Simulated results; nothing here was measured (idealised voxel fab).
Proc. module: voxel self aligned contacts
Displayed cross-section: cut, width of 215 nm, square cells sized 5 nm.
In what follows, cross-sections appear as grids of square cells, described through bands that run from the top down, where every band is one or more rows of cells.
First you get the band's top height and its bottom height, in nm, and then the materials it's made of, left to right, with each width in nm. If you see a single material with "throughout", that one covers the band edge to edge. "air" is empty space.
Height is counted from the level 0, under which the received wafer is composed throughout of one material. The lowest of the bands is not closed at the bottom but continues downward, in the notation "0..down".
The notation "30->40" denotes a width that varies across the rows of cells in the band, beginning at the first number in the top row, finishing at the second number in the bottom row, and changing by an identical amount from each row to the next.
You'll sometimes find "nothing altered" written for a step, and that's the way of saying that nowhere in the cross-section did a cell change during that step.
"Enclosed void entries" contains a list of empty spaces, each no smaller than 8 cells and without an open way to the top, written in the form width x height at distance with the distance from the left edge and all three in nm.
Step line, after settings: the simulator's comment on this step.
overlay nm: right-of-plan distance of the mask on a masked step; negative values mean left-of-plan.

### List of planned process steps
1) RECEIVE [material Si]
2) OXIDIZE [depth nm 5]
3) DIRECTIONAL_DEP [material polySi] [thk nm 25]
4) DIRECTIONAL_DEP [material SiN] [thk nm 25]
5) MASKED_ETCH [tone cover] [mask id GATE] [width nm 25] [pitch nm 65] [etch materials SiN] [depth nm 25] [overlay nm 0]
6) MASKED_ETCH [tone cover] [mask id GATE] [width nm 25] [pitch nm 65] [etch materials polySi] [depth nm 25] [overlay nm 0]
7) CONFORMAL_DEP [material SiN] [thk nm 10]
8) DIRECTIONAL_ETCH [etch materials SiN] [depth nm 10]
9) FILL_DEP [material SiO2] [thk nm 15]
10) CMP [height nm 55]
11) MASKED_ETCH [tone open] [mask id CONTACT] [width nm 50] [pitch nm 65] [etch materials SiO2] [depth nm 60] [overlay nm 0]
12) CONFORMAL_DEP [material TiN] [thk nm 5]
13) FILL_DEP [material Ru] [thk nm 10]
14) CMP [height nm 55]
15) CONFORMAL_DEP [material SiCN] [thk nm 5]

### Cross-section of the incoming wafer, state after step 1
	0..down = Si throughout
	Enclosed void entries: none

### This is how the wafer looks in cross-section once the module is done, given the starting state and plan above and one mistake in carrying the plan out
	60..55 = SiCN throughout
	55..50 = 50 of SiO2; 25 of TiN; 5 of Ru; 20 of TiN; 15 of SiO2; 25 of TiN; 5 of Ru; 20 of TiN; 50 of SiO2
	50..25 = 20 of SiO2; 50 of SiN; 5 of TiN; 5 of Ru; 5 of TiN; 50 of SiN; 5 of TiN; 5 of Ru; 5 of TiN; 50 of SiN; 15 of SiO2
	25..0 = 20 of SiO2; 10 of SiN; 30 of polySi; 10 of SiN; 5 of TiN; 5 of Ru; 5 of TiN; 10 of SiN; 30 of polySi; 10 of SiN; 5 of TiN; 5 of Ru; 5 of TiN; 10 of SiN; 30 of polySi; 10 of SiN; 15 of SiO2
	0..-5 = 70 of SiO2; 15 of TiN; 50 of SiO2; 15 of TiN; 65 of SiO2
	-5..down = Si throughout
	Enclosed void entries: none
What broke from the plan during processing? for step 5, the planned setting was not used; the step was instead run as MASKED_ETCH [tone cover] [mask id GATE] [width nm 30] [pitch nm 65] [etch materials SiN] [depth nm 25] [overlay nm 0]
